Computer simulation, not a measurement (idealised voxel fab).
Herein follows the process module entitled voxel self aligned contacts.
The cross-section shown here is cut; it is 220 nm wide and divided into square cells measuring 5 nm on a side.
Reading order for cross-sections: top band down to bottom band. Underlying form: a grid of square cells. Band size: one or more rows of cells. Heads up on the band format: heights come first, top then bottom, in nm. After that it's the materials left to right, each with its width in nm. A single material flagged "throughout" fills the whole band edge to edge, and "air" means there's empty space there. Beneath 0, the wafer as received is one material, and that level is where height counting begins. The lowest band goes on downward without a bottom; it is written like "0 nm and below". When a width is written as two numbers, as in "30 to 40", the first number is the width in the top row of cells of the band and the second is the width in its bottom row, and the width changes by the same amount from each row to the next. "same as before" after a step means that no cell of the cross-section changed. What "Non-vented voids" gives you is every empty space of 8 cells or more that is cut off from the top. Each appears as width x height at distance, with the distance taken from the left edge and width, height and distance all in nm. Note: text after step settings on the step line = simulator remark on that step. Steps that use a mask can have "overlay nm" on their line. It says how far the mask sat to the right of where it was meant to be. Negative means to the left.
List of planned process steps:
step 1: RECEIVE with material Si
step 2: CONFORMAL_DEP with material SiO2, thk nm 5
step 3: DIRECTIONAL_DEP with material polySi, thk nm 20
step 4: DIRECTIONAL_DEP with material SiN, thk nm 15
step 5: DIRECTIONAL_DEP with material aC, thk nm 15
step 6: PATTERN with tone cover, mask id GATE, material resist, width nm 30, pitch nm 65, thk nm 35, overlay nm 0
step 7: DIRECTIONAL_ETCH with etch materials aC, depth nm 15
step 8: STRIP with etch materials resist
step 9: DIRECTIONAL_ETCH with etch materials SiN, depth nm 15
step 10: DIRECTIONAL_ETCH with etch materials polySi, depth nm 20
step 11: STRIP with etch materials aC
step 12: CONFORMAL_DEP with material SiN, thk nm 5
step 13: DIRECTIONAL_ETCH with etch materials SiN, depth nm 5
step 14: FILL_DEP with material SiO2, thk nm 15
step 15: CMP with height nm 45
step 16: MASKED_ETCH with tone open, mask id CONTACT, width nm 45, etch materials SiO2, depth nm 45, overlay nm 0
step 17: CONFORMAL_DEP with material TiN, thk nm 5
step 18: FILL_DEP with material Ru, thk nm 10
step 19: CMP with height nm 45
step 20: CONFORMAL_DEP with material SiCN, thk nm 5
Account of the first of two wafers, which was processed as intended:
Cross-section of the wafer upon arrival, representing the state reached after step 1:
> 0 nm and below = Si throughout
> Non-vented voids: none
Cross-section through the wafer, step 2 finished:
> 5 nm to 0 nm = SiO2 throughout
> Below 0 it's all the same as before, nothing changed down there.
Cross-section through the wafer, step 3 finished:
> 25 nm to 5 nm = polySi throughout
> Below 5 it's all the same as before, nothing changed down there.
Cross-section through the wafer, step 4 finished:
> 40 nm to 25 nm = SiN throughout
> Below 25 it's all the same as before, nothing changed down there.
Cross-section through the wafer, step 5 finished:
> 55 nm to 40 nm = aC throughout
> Below 40 it's all the same as before, nothing changed down there.
Cross-section through the wafer, step 6 finished:
> 90 nm to 55 nm = air 60, then resist 30, then air 35, then resist 30, then air 65
> Below 55 it's all the same as before, nothing changed down there.
Cross-section through the wafer, step 7 finished:
> 75 nm to 55 nm = air 60, then resist 30, then air 35, then resist 30, then air 65
> 55 nm to 40 nm = air 60, then aC 30, then air 35, then aC 30, then air 65
> Below 40 it's all the same as before, nothing changed down there.
Cross-section through the wafer, step 8 finished:
> 55 nm to 40 nm = air 60, then aC 30, then air 35, then aC 30, then air 65
> Below 40 it's all the same as before, nothing changed down there.
Cross-section through the wafer, step 9 finished:
> 55 nm to 40 nm = air 60, then aC 30, then air 35, then aC 30, then air 65
> 40 nm to 25 nm = air 60, then SiN 30, then air 35, then SiN 30, then air 65
> Below 25 it's all the same as before, nothing changed down there.
Cross-section through the wafer, step 10 finished:
> 55 nm to 40 nm = air 60, then aC 30, then air 35, then aC 30, then air 65
> 40 nm to 25 nm = air 60, then SiN 30, then air 35, then SiN 30, then air 65
> 25 nm to 5 nm = air 60, then polySi 30, then air 35, then polySi 30, then air 65
> Below 5 it's all the same as before, nothing changed down there.
Cross-section through the wafer, step 11 finished:
> 40 nm to 25 nm = air 60, then SiN 30, then air 35, then SiN 30, then air 65
> Below 25 it's all the same as before, nothing changed down there.
Cross-section through the wafer, step 12 finished:
> 45 nm to 25 nm = air 55, then SiN 40, then air 25, then SiN 40, then air 60
> 25 nm to 10 nm = air 55, then SiN 5, then polySi 30, then SiN 5, then air 25, then SiN 5, then polySi 30, then SiN 5, then air 60
> 10 nm to 5 nm = SiN 60, then polySi 30, then SiN 35, then polySi 30, then SiN 65
> Below 5 it's all the same as before, nothing changed down there.
Cross-section through the wafer, step 13 finished:
> 40 nm to 25 nm = air 55, then SiN 40, then air 25, then SiN 40, then air 60
> 25 nm to 5 nm = air 55, then SiN 5, then polySi 30, then SiN 5, then air 25, then SiN 5, then polySi 30, then SiN 5, then air 60
> Below 5 it's all the same as before, nothing changed down there.
Cross-section through the wafer, step 14 finished:
> 55 nm to 40 nm = SiO2 throughout
> 40 nm to 25 nm = SiO2 55, then SiN 40, then SiO2 25, then SiN 40, then SiO2 60
> 25 nm to 5 nm = SiO2 55, then SiN 5, then polySi 30, then SiN 5, then SiO2 25, then SiN 5, then polySi 30, then SiN 5, then SiO2 60
> Below 5 it's all the same as before, nothing changed down there.
Cross-section through the wafer, step 15 finished:
> 45 nm to 40 nm = SiO2 throughout
> Below 40 it's all the same as before, nothing changed down there.
Cross-section through the wafer, step 16 finished:
> 45 nm to 40 nm = SiO2 85, then air 45, then SiO2 90
> 40 nm to 25 nm = SiO2 55, then SiN 40, then air 25, then SiN 40, then SiO2 60
> 25 nm to 5 nm = SiO2 55, then SiN 5, then polySi 30, then SiN 5, then air 25, then SiN 5, then polySi 30, then SiN 5, then SiO2 60
> 5 nm to 0 nm = SiO2 95, then air 25, then SiO2 100
> Below 0 it's all the same as before, nothing changed down there.
Cross-section through the wafer, step 17 finished:
> 50 nm to 45 nm = TiN 90, then air 35, then TiN 95
> 45 nm to 40 nm = SiO2 85, then TiN 15, then air 15, then TiN 15, then SiO2 90
> 40 nm to 25 nm = SiO2 55, then SiN 40, then TiN 5, then air 15, then TiN 5, then SiN 40, then SiO2 60
> 25 nm to 5 nm = SiO2 55, then SiN 5, then polySi 30, then SiN 5, then TiN 5, then air 15, then TiN 5, then SiN 5, then polySi 30, then SiN 5, then SiO2 60
> 5 nm to 0 nm = SiO2 95, then TiN 25, then SiO2 100
> Below 0 it's all the same as before, nothing changed down there.
Cross-section through the wafer, step 18 finished:
> 60 nm to 50 nm = Ru throughout
> 50 nm to 45 nm = TiN 90, then Ru 35, then TiN 95
> 45 nm to 40 nm = SiO2 85, then TiN 15, then Ru 15, then TiN 15, then SiO2 90
> 40 nm to 25 nm = SiO2 55, then SiN 40, then TiN 5, then Ru 15, then TiN 5, then SiN 40, then SiO2 60
> 25 nm to 5 nm = SiO2 55, then SiN 5, then polySi 30, then SiN 5, then TiN 5, then Ru 15, then TiN 5, then SiN 5, then polySi 30, then SiN 5, then SiO2 60
> Below 5 it's all the same as before, nothing changed down there.
Cross-section through the wafer, step 19 finished:
> 45 nm to 40 nm = SiO2 85, then TiN 15, then Ru 15, then TiN 15, then SiO2 90
> Below 40 it's all the same as before, nothing changed down there.
Cross-section through the wafer, step 20 finished:
> 50 nm to 45 nm = SiCN throughout
> Below 45 it's all the same as before, nothing changed down there.
For the second wafer, take the first wafer's start and plan, then add one mistake made in running it; everything through step 11, that step included, is shared with the first:
Look at the second wafer in cross-section at the time step 12 ought to have finished:
> 35 nm to 25 nm = air 60, then SiN 30, then air 35, then SiN 30, then air 65
> Below 25 it's all the same as before, nothing changed down there.
Look at the second wafer in cross-section at the time step 13 ought to have finished:
> 40 nm to 25 nm = air 55, then SiN 40, then air 25, then SiN 40, then air 60
> 25 nm to 10 nm = air 55, then SiN 5, then polySi 30, then SiN 5, then air 25, then SiN 5, then polySi 30, then SiN 5, then air 60
> 10 nm to 5 nm = SiN 60, then polySi 30, then SiN 35, then polySi 30, then SiN 65
> Below 5 it's all the same as before, nothing changed down there.
Look at the second wafer in cross-section at the time step 14 ought to have finished:
> 55 nm to 40 nm = SiO2 throughout
> 40 nm to 25 nm = SiO2 55, then SiN 40, then SiO2 25, then SiN 40, then SiO2 60
> 25 nm to 10 nm = SiO2 55, then SiN 5, then polySi 30, then SiN 5, then SiO2 25, then SiN 5, then polySi 30, then SiN 5, then SiO2 60
> Below 10 it's all the same as before, nothing changed down there.
Look at the second wafer in cross-section at the time step 15 ought to have finished:
> 45 nm to 40 nm = SiO2 throughout
> Below 40 it's all the same as before, nothing changed down there.
Look at the second wafer in cross-section at the time step 16 ought to have finished:
> 45 nm to 40 nm = SiO2 85, then air 45, then SiO2 90
> 40 nm to 25 nm = SiO2 55, then SiN 40, then air 25, then SiN 40, then SiO2 60
> 25 nm to 10 nm = SiO2 55, then SiN 5, then polySi 30, then SiN 5, then air 25, then SiN 5, then polySi 30, then SiN 5, then SiO2 60
> Below 10 it's all the same as before, nothing changed down there.
Look at the second wafer in cross-section at the time step 17 ought to have finished:
> 50 nm to 45 nm = TiN 90, then air 35, then TiN 95
> 45 nm to 40 nm = SiO2 85, then TiN 15, then air 15, then TiN 15, then SiO2 90
> 40 nm to 25 nm = SiO2 55, then SiN 40, then TiN 5, then air 15, then TiN 5, then SiN 40, then SiO2 60
> 25 nm to 15 nm = SiO2 55, then SiN 5, then polySi 30, then SiN 5, then TiN 5, then air 15, then TiN 5, then SiN 5, then polySi 30, then SiN 5, then SiO2 60
> 15 nm to 10 nm = SiO2 55, then SiN 5, then polySi 30, then SiN 5, then TiN 25, then SiN 5, then polySi 30, then SiN 5, then SiO2 60
> Below 10 it's all the same as before, nothing changed down there.
Look at the second wafer in cross-section at the time step 18 ought to have finished:
> 60 nm to 50 nm = Ru throughout
> 50 nm to 45 nm = TiN 90, then Ru 35, then TiN 95
> 45 nm to 40 nm = SiO2 85, then TiN 15, then Ru 15, then TiN 15, then SiO2 90
> 40 nm to 25 nm = SiO2 55, then SiN 40, then TiN 5, then Ru 15, then TiN 5, then SiN 40, then SiO2 60
> 25 nm to 15 nm = SiO2 55, then SiN 5, then polySi 30, then SiN 5, then TiN 5, then Ru 15, then TiN 5, then SiN 5, then polySi 30, then SiN 5, then SiO2 60
> Below 15 it's all the same as before, nothing changed down there.
Look at the second wafer in cross-section at the time step 19 ought to have finished:
> 45 nm to 40 nm = SiO2 85, then TiN 15, then Ru 15, then TiN 15, then SiO2 90
> Below 40 it's all the same as before, nothing changed down there.
Look at the second wafer in cross-section at the time step 20 ought to have finished:
> 50 nm to 45 nm = SiCN throughout
> Below 45 it's all the same as before, nothing changed down there.
Error vs. plan: order of steps 12 and 13 inverted relative to the plan
Looking at both finished wafers in cells, the second ends up ahead of or behind the first on some materials: 6 fewer of Ru, 28 more of SiN, 18 fewer of SiO2, 4 fewer of TiN
